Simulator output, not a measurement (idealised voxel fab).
process module | voxel capacitor over wiring
cross-section cut | 170 nm wide | cells 5 nm
A cross-section is a grid of square cells, given in bands from the top down. A band is one or more rows of cells.
Each band's line starts with the height of the band's top and of its bottom, in nm. Then come its materials from left to right, each with its width in nm. One material with "throughout" fills the band from edge to edge. "air" is empty space.
Height 0 is the level under which the wafer as received is all one material. The lowest band goes on downwards, as in "0 down".
A width such as "30 to 40" changes by the same amount from each row of cells to the next, from the band's top row to its bottom row.
"no change" after a step means that no cell of the cross-section changed.
closed voids: empty space of 8 cells or more with no open way to the top, each as width x height at its distance from the left edge, in nm
after a step's settings: what the simulator itself notes on the step
overlay nm, on a step with a mask: how far to the right of its planned place the mask lay; to the left if negative
plan
1 op RECEIVE | material Si
2 op CONFORMAL_DEP | material SiO2 | thk nm 10
3 op DIRECTIONAL_DEP | material TiN | thk nm 5
4 op DIRECTIONAL_DEP | material Ru | thk nm 15
5 op MASKED_ETCH | tone cover | mask id METAL_1 | width nm 25 | pitch nm 80 | etch materials Ru | depth nm 15 | overlay nm 0
6 op MASKED_ETCH | tone cover | mask id METAL_1 | width nm 25 | pitch nm 80 | etch materials TiN | depth nm 5 | overlay nm 0
7 op CONFORMAL_DEP | material SiCN | thk nm 5
8 op FILL_DEP | material lowk | thk nm 10
9 op CMP | height nm 30
10 op CONFORMAL_DEP | material SiCN | thk nm 5
11 op DIRECTIONAL_DEP | material lowk | thk nm 15
12 op PATTERN | tone open | mask id PLUG_1 | material resist | width nm 15 | thk nm 15 | overlay nm 0
13 op DIRECTIONAL_ETCH | etch materials lowk | depth nm 15
14 op DIRECTIONAL_ETCH | etch materials SiCN | depth nm 5
15 op STRIP | etch materials resist
16 op CONFORMAL_DEP | material TiN | thk nm 5
17 op FILL_DEP | material Ru | thk nm 5
18 op CMP | height nm 50
19 op DIRECTIONAL_DEP | material TiN | thk nm 10
20 op DIRECTIONAL_DEP | material SiN | thk nm 5
21 op DIRECTIONAL_DEP | material TiN | thk nm 10
22 op PATTERN | tone cover | mask id UPPER_PLATE | material resist | width nm 60 | thk nm 15 | overlay nm 0
23 op DIRECTIONAL_ETCH | etch materials TiN | depth nm 10
24 op DIRECTIONAL_ETCH | etch materials SiN | depth nm 5
25 op STRIP | etch materials resist
26 op DIRECTIONAL_DEP | material aC | thk nm 10
27 op PATTERN | tone cover | mask id LOWER_PLATE | material resist | width nm 70 | thk nm 25 | overlay nm 0
28 op DIRECTIONAL_ETCH | etch materials aC | depth nm 10
29 op STRIP | etch materials resist
30 op DIRECTIONAL_ETCH | etch materials TiN | depth nm 10
31 op STRIP | etch materials aC
32 op FILL_DEP | material SiO2 | thk nm 15
33 op CMP | height nm 85
34 op DIRECTIONAL_DEP | material aC | thk nm 15
35 op PATTERN | tone open | mask id PLUG_2 | material resist | width nm 15 | thk nm 30 | overlay nm 0
36 op DIRECTIONAL_ETCH | etch materials aC | depth nm 15
37 op STRIP | etch materials resist
38 op DIRECTIONAL_ETCH | etch materials SiO2 | depth nm 10
39 op STRIP | etch materials aC
40 op CONFORMAL_DEP | material TiN | thk nm 5
41 op FILL_DEP | material Ru | thk nm 10
42 op CMP | height nm 85
43 op CONFORMAL_DEP | material SiCN | thk nm 5
as received, after step 1
  0 down: Si throughout
  closed voids: none
first wafer at the end, as planned
  90 to 85: SiCN throughout
  85 to 80: SiO2 50 | TiN 5 | Ru 5 | TiN 5 | SiO2 105
  80 to 75: SiO2 50 | TiN 15 | SiO2 105
  75 to 65: SiO2 40 | TiN 60 | SiO2 70
  65 to 60: SiO2 40 | SiN 60 | SiO2 70
  60 to 50: SiO2 35 | TiN 70 | SiO2 65
  50 to 35: lowk 40 | TiN 5 | Ru 5 | TiN 5 | lowk 115
  35 to 30: SiCN 40 | TiN 15 | SiCN 115
  30 to 15: lowk 25 | SiCN 5 | Ru 25 | SiCN 5 | lowk 45 | SiCN 5 | Ru 25 | SiCN 5 | lowk 30
  15 to 10: SiCN 30 | TiN 25 | SiCN 55 | TiN 25 | SiCN 35
  10 to 0: SiO2 throughout
  0 down: Si throughout
  closed voids: none
second wafer at the end: like start, like plan, one mistake
  90 to 85: SiCN throughout
  85 to 80: SiO2 50 | TiN 5 | Ru 5 | TiN 5 | SiO2 105
  80 to 75: SiO2 50 | TiN 15 | SiO2 105
  75 to 65: SiO2 40 | TiN 60 | SiO2 70
  65 to 60: SiO2 40 | SiN 60 | SiO2 70
  60 to 50: SiO2 35 | TiN 70 | SiO2 65
  50 to 35: lowk 40 | TiN 5 | Ru 5 | TiN 5 | lowk 115
  35 to 30: SiCN 40 | TiN 15 | SiCN 115
  30 to 20: Ru 30 | SiCN 5 | lowk 15 | SiCN 5 | Ru 55 | SiCN 5 | lowk 15 | SiCN 5 | Ru 35
  20 to 15: Ru 30 | SiCN 25 | Ru 55 | SiCN 25 | Ru 35
  15 to 10: TiN throughout
  10 to 0: SiO2 throughout
  0 down: Si throughout
  closed voids: none
what went wrong: step 5 ran as: op MASKED_ETCH | tone open | mask id METAL_1 | width nm 25 | pitch nm 80 | etch materials Ru | depth nm 15 | overlay nm 0
at the end the second wafer has, in cells: 42 more of Ru | 18 fewer of SiCN | 24 more of TiN | 48 fewer of lowk
